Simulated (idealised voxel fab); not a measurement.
Proc. module: voxel released beams
We display cut, a cross-section 260 nm in width whose square cells are each 5 nm.
Reading order for cross-sections: top band down to bottom band. Underlying form: a grid of square cells. Band size: one or more rows of cells.
Top height, bottom height, nm. Materials left to right, width each, nm. Single material + "everywhere" = fills band edge to edge. "air" = empty.
We count height from 0. Below that, the starting wafer is all one material. The lowest band never ends at the bottom but goes on down; see "0 down" for how that is written.
It should be noted that a width expressed as "30..40" varies in equal increments from row to row of cells within the band, taking the value of the first number at the top row and that of the second number at the bottom row.
The designation "remained unchanged", where it is given for a processing step, indicates that no cell of the cross-section was altered in the course of that step.
"Fully enclosed voids" means: voids of 8 cells or more that are shut off from the top with no open way through. Written width x height at distance, distance from the left edge, in nm.
That trailing text on a step's line, after the settings, is the simulator's own remark on the step.
The line of a step may include "overlay nm". On a step with a mask, this value is how far to the right of its planned place the mask lay. A negative value means the mask lay to the left.
List of planned process steps:
1,RECEIVE, material Si
2,CONFORMAL_DEP, material Al2O3, thk nm 5
3,DIRECTIONAL_DEP, material SiO2, thk nm 10
4,MASKED_ETCH, tone open, mask id ANCHOR, width nm 45, etch materials SiO2, depth nm 10, overlay nm 0
5,CONFORMAL_DEP, material polySi, thk nm 15
6,PATTERN, tone cover, mask id BEAM, material resist, width nm 130, thk nm 20, overlay nm 0
7,DIRECTIONAL_ETCH, etch materials polySi, depth nm 15
8,STRIP, etch materials resist
9,STRIP, etch materials SiO2
As-received state of the wafer in cross-section, equivalent to post-step 1:
  0 down | Si everywhere
  Fully enclosed voids: none
The cross-section shown corresponds to the wafer at the conclusion of the module. The initial structure and the process plan are those presented above; however, one mistake occurred in executing the plan:
  30 to 20 | air 60 nm; polySi 30 nm; air 15 nm; polySi 85 nm; air 70 nm
  20 to 15 | air 60 nm; polySi 130 nm; air 70 nm
  15 to 5 | air 75 nm; polySi 45 nm; air 140 nm
  5 to 0 | Al2O3 everywhere
  0 down | Si everywhere
  Fully enclosed voids: none
Processing error: off-plan run, step 4, actual operation and settings MASKED_ETCH, tone open, mask id ANCHOR, width nm 45, etch materials SiO2, depth nm 10, overlay nm 10
